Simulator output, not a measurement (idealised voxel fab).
process module | voxel wiring stack
cross-section cut | 245 nm wide | cells 5 nm
A cross-section is a grid of square cells, given in bands from the top down. A band is one or more rows of cells.
Each band's line starts with the height of the band's top and of its bottom, in nm. Then come its materials from left to right, each with its width in nm. One material with "throughout" fills the band from edge to edge. "air" is empty space.
Height 0 is the level under which the wafer as received is all one material. The lowest band goes on downwards, as in "0 down".
A width such as "30 to 40" changes by the same amount from each row of cells to the next, from the band's top row to its bottom row.
"no change" after a step means that no cell of the cross-section changed.
closed voids: empty space of 8 cells or more with no open way to the top, each as width x height at its distance from the left edge, in nm
after a step's settings: what the simulator itself notes on the step
overlay nm, on a step with a mask: how far to the right of its planned place the mask lay; to the left if negative
plan
1 op RECEIVE | material Si
2 op CONFORMAL_DEP | material SiO2 | thk nm 10
3 op CONFORMAL_DEP | material SiCN | thk nm 5
4 op DIRECTIONAL_DEP | material SiO2 | thk nm 20
5 op MASKED_ETCH | tone open | mask id METAL_1 | width nm 30 | pitch nm 60 | etch materials SiO2 | depth nm 20 | overlay nm 0
6 op MASKED_ETCH | tone open | mask id METAL_1 | width nm 30 | pitch nm 60 | etch materials SiCN | depth nm 5 | overlay nm 0
7 op CONFORMAL_DEP | material TiN | thk nm 5
8 op FILL_DEP | material W | thk nm 10
9 op CMP | height nm 35
10 op CONFORMAL_DEP | material SiCN | thk nm 5
11 op DIRECTIONAL_DEP | material lowk | thk nm 20
12 op PATTERN | tone open | mask id PLUG_1 | material resist | width nm 15 | pitch nm 60 | thk nm 15 | overlay nm 0
13 op DIRECTIONAL_ETCH | etch materials lowk | depth nm 20
14 op DIRECTIONAL_ETCH | etch materials SiCN | depth nm 5
15 op STRIP | etch materials resist
16 op EPI | material Ru | thk nm 10
17 op EPI | material Ru | thk nm 10
18 op EPI | material Ru | thk nm 5
19 op DIRECTIONAL_DEP | material TiN | thk nm 5
20 op DIRECTIONAL_DEP | material Ru | thk nm 25
21 op PATTERN | tone cover | mask id METAL_2 | material resist | width nm 30 | pitch nm 60 | thk nm 15 | overlay nm 0
22 op DIRECTIONAL_ETCH | etch materials Ru | depth nm 25
23 op DIRECTIONAL_ETCH | etch materials TiN | depth nm 5
24 op STRIP | etch materials resist
25 op FILL_DEP | material lowk | thk nm 10
26 op CMP | height nm 90
27 op CONFORMAL_DEP | material SiCN | thk nm 5
28 op DIRECTIONAL_DEP | material SiO2 | thk nm 30
29 op PATTERN | tone open | mask id METAL_3 | material resist | width nm 30 | pitch nm 60 | thk nm 20 | overlay nm 0
30 op DIRECTIONAL_ETCH | etch materials SiO2 | depth nm 20
31 op STRIP | etch materials resist
32 op PATTERN | tone open | mask id METAL_3_HOLES | material resist | width nm 15 | pitch nm 60 | thk nm 15 | overlay nm 0
33 op DIRECTIONAL_ETCH | etch materials SiO2 | depth nm 10
34 op DIRECTIONAL_ETCH | etch materials SiCN | depth nm 5
35 op STRIP | etch materials resist
36 op CONFORMAL_DEP | material TiN | thk nm 5
37 op FILL_DEP | material Ru | thk nm 5
38 op CMP | height nm 125
39 op CONFORMAL_DEP | material SiCN | thk nm 5
as received, after step 1
  0 down: Si throughout
  closed voids: none
a wafer at the end: this start, this plan, one mistake
  130 to 125: SiCN throughout
  125 to 120: SiCN 45 | TiN 15 | SiCN 45 | TiN 15 | SiCN 45 | TiN 15 | SiCN 65
  120 to 90: SiO2 throughout
  90 to 65: lowk 45 | Ru 30 | lowk 30 | Ru 30 | lowk 30 | Ru 30 | lowk 50
  65 to 60: lowk 45 | TiN 30 | lowk 30 | TiN 30 | lowk 30 | TiN 30 | lowk 50
  60 to 40: lowk 45 | Ru 15 | lowk 45 | Ru 15 | lowk 45 | Ru 15 | lowk 65
  40 to 35: SiCN 45 | Ru 15 | SiCN 45 | Ru 15 | SiCN 45 | Ru 15 | SiCN 65
  35 to 15: SiO2 45 | TiN 5 | W 20 | TiN 5 | SiO2 30 | TiN 5 | W 20 | TiN 5 | SiO2 30 | TiN 5 | W 20 | TiN 5 | SiO2 50
  15 to 10: SiCN 45 | TiN 30 | SiCN 30 | TiN 30 | SiCN 30 | TiN 30 | SiCN 50
  10 to 0: SiO2 throughout
  0 down: Si throughout
  closed voids: none
what went wrong: steps 27 and 28 were swapped
